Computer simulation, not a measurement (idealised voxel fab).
Module name: voxel spacer lines (process module)
The figure presents cross-section cut, which has a width of 230 nm and is divided into square cells with an edge length of 5 nm.
Just so we're on the same page, the cross-sections are grids of square cells, and they're listed out in bands top to bottom, each band one or more rows deep. Top, bottom (nm), then materials left to right with widths (nm); lone material tagged "all across" fills the whole band edge to edge; "empty" = empty space. Height 0 is the level under which the wafer as received is all one material. The lowest band goes on downwards, as in "0 and below". A two-number width, for instance "30->40", indicates that the width is equal to the first number in the top row of the band and to the second number in the bottom row, and that it changes by a constant amount per row of cells. Where a step carries "identical to before", the cross-section came out of it unchanged, cell for cell. Entry "Enclosed void list" = empty spaces >= 8 cells with no open way to the top; each as width x height at distance, distance from left edge, all nm. The remark found on a step's line after its settings is issued by the simulator itself and pertains to that step. If you see "overlay nm" on a step's line and that step has a mask, it's telling you how far right of where it was planned the mask ended up; a negative number means it went left instead.

Process steps (planned):
- 1: RECEIVE,material Si
- 2: CONFORMAL_DEP,material Al2O3,thk nm 5
- 3: DIRECTIONAL_DEP,material SiN,thk nm 15
- 4: DIRECTIONAL_DEP,material aC,thk nm 25
- 5: PATTERN,tone cover,mask id MANDREL,material resist,width nm 25,pitch nm 80,thk nm 30,overlay nm 0
- 6: DIRECTIONAL_ETCH,etch materials aC,depth nm 25
- 7: STRIP,etch materials resist
- 8: CONFORMAL_DEP,material SiO2,thk nm 15
- 9: DIRECTIONAL_ETCH,etch materials SiO2,depth nm 15
- 10: STRIP,etch materials aC
- 11: DIRECTIONAL_ETCH,etch materials SiN,depth nm 15
- 12: STRIP,etch materials SiO2

Shown in cross-section is the wafer as received, that is, as it stands after step 1:
  0 and below: Si all across
  Enclosed void list: none

Cross-section, first of two wafers, end of module, run as planned:
  20 down to 5: empty=45, then SiN=15, then empty=25, then SiN=15, then empty=25, then SiN=15, then empty=25, then SiN=15, then empty=50
  5 down to 0: Al2O3 all across
  0 and below: Si all across
  Enclosed void list: none

Second wafer of the two, sectioned at the end of the module. It began like the first and followed the same plan, but one mistake was made while running it:
  25 down to 10: empty=45, then SiN=15, then empty=25, then SiN=15, then empty=25, then SiN=15, then empty=25, then SiN=15, then empty=50
  10 down to 5: SiN all across
  5 down to 0: Al2O3 all across
  0 and below: Si all across
  Enclosed void list: none
The mistake made against the process plan was this: step 3 off recipe, ran as DIRECTIONAL_DEP,material SiN,thk nm 20
The final cell counts differ between the wafers, with the second having more or fewer of some materials than the first: 46 more of SiN
